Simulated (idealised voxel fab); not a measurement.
You're looking at the process module voxel self aligned vias.
The figure presents cross-section cut, which has a width of 195 nm and is divided into square cells with an edge length of 5 nm.
When this document writes out a cross-section, it uses a grid of square cells and lists it as bands, beginning at the top and moving down, with a band standing for one or more rows of cells. First you get the band's top height and its bottom height, in nm, and then the materials it's made of, left to right, with each width in nm. If you see a single material with "edge to edge", that one covers the band edge to edge. "empty" is empty space. Height datum 0, below which the as-received substrate wafer is one material. Lowest band open at the bottom, running downward: "0 nm and below". A width given as "30 to 40" starts at the first number in the band's top row and ends at the second number in its bottom row, shifting by an equal amount at every step from row to row. Basically "identical to before" means that step didn't change any cell in the cross-section. Empty spaces without an open route to the top, at least 8 cells in extent, make up the entry "Closed void listing"; each is given as width x height at distance, where the distance is measured from the left edge, and all are in nm. Text after the settings on a step's line: the simulator's own remark on that step. Each step line may optionally specify "overlay nm", which for a step with a mask gives the rightward distance between the mask's planned place and where it lay, a negative value indicating the leftward direction.
## Planned step list for the process
1. RECEIVE | material Si
2. CONFORMAL_DEP | material SiO2 | thk nm 10
3. CONFORMAL_DEP | material SiCN | thk nm 5
4. DIRECTIONAL_DEP | material SiO2 | thk nm 30
5. MASKED_ETCH | tone open | mask id LINES | width nm 20 | pitch nm 60 | etch materials SiO2 | depth nm 30 | overlay nm 0
6. CONFORMAL_DEP | material TiN | thk nm 5
7. FILL_DEP | material Ru | thk nm 10
8. CMP | height nm 45
9. SELECTIVE_ETCH | etch materials W Ru TiN | depth nm 5
10. FILL_DEP | material SiN | thk nm 5
11. CMP | height nm 45
12. DIRECTIONAL_DEP | material SiO2 | thk nm 20
13. DIRECTIONAL_DEP | material aC | thk nm 10
14. PATTERN | tone open | mask id VIAS | material resist | width nm 40 | pitch nm 60 | thk nm 30 | overlay nm 0
15. DIRECTIONAL_ETCH | etch materials aC | depth nm 10
16. STRIP | etch materials resist
17. DIRECTIONAL_ETCH | etch materials SiO2 | depth nm 20
18. DIRECTIONAL_ETCH | etch materials SiN | depth nm 5
19. STRIP | etch materials aC
20. CONFORMAL_DEP | material TiN | thk nm 5
21. FILL_DEP | material W | thk nm 10
22. CMP | height nm 65
23. CONFORMAL_DEP | material SiCN | thk nm 5
## As-received wafer cross-section (after step 1)
* 0 nm and below: Si edge to edge
* Closed void listing: none
## End state of the module in cross-section, given the above starting point and plan and one mistake in execution
* 70 nm to 65 nm: SiCN edge to edge
* 65 nm to 50 nm: SiO2 50 nm | TiN 5 nm | W 30 nm | TiN 5 nm | SiO2 20 nm | TiN 5 nm | W 30 nm | TiN 5 nm | SiO2 45 nm
* 50 nm to 45 nm: SiO2 50 nm | TiN 10 nm | W 10 nm | TiN 20 nm | SiO2 20 nm | TiN 10 nm | W 10 nm | TiN 20 nm | SiO2 45 nm
* 45 nm to 40 nm: SiO2 55 nm | TiN 20 nm | SiO2 40 nm | TiN 20 nm | SiO2 60 nm
* 40 nm to 20 nm: SiO2 55 nm | TiN 5 nm | Ru 10 nm | TiN 5 nm | SiO2 40 nm | TiN 5 nm | Ru 10 nm | TiN 5 nm | SiO2 60 nm
* 20 nm to 15 nm: SiO2 55 nm | TiN 20 nm | SiO2 40 nm | TiN 20 nm | SiO2 60 nm
* 15 nm to 10 nm: SiCN edge to edge
* 10 nm to 0 nm: SiO2 edge to edge
* 0 nm and below: Si edge to edge
* Closed void listing: none
The plan and the run diverged here: step 14 went in with a setting other than planned; the actual run was PATTERN | tone open | mask id VIAS | material resist | width nm 40 | pitch nm 60 | thk nm 30 | overlay nm 5
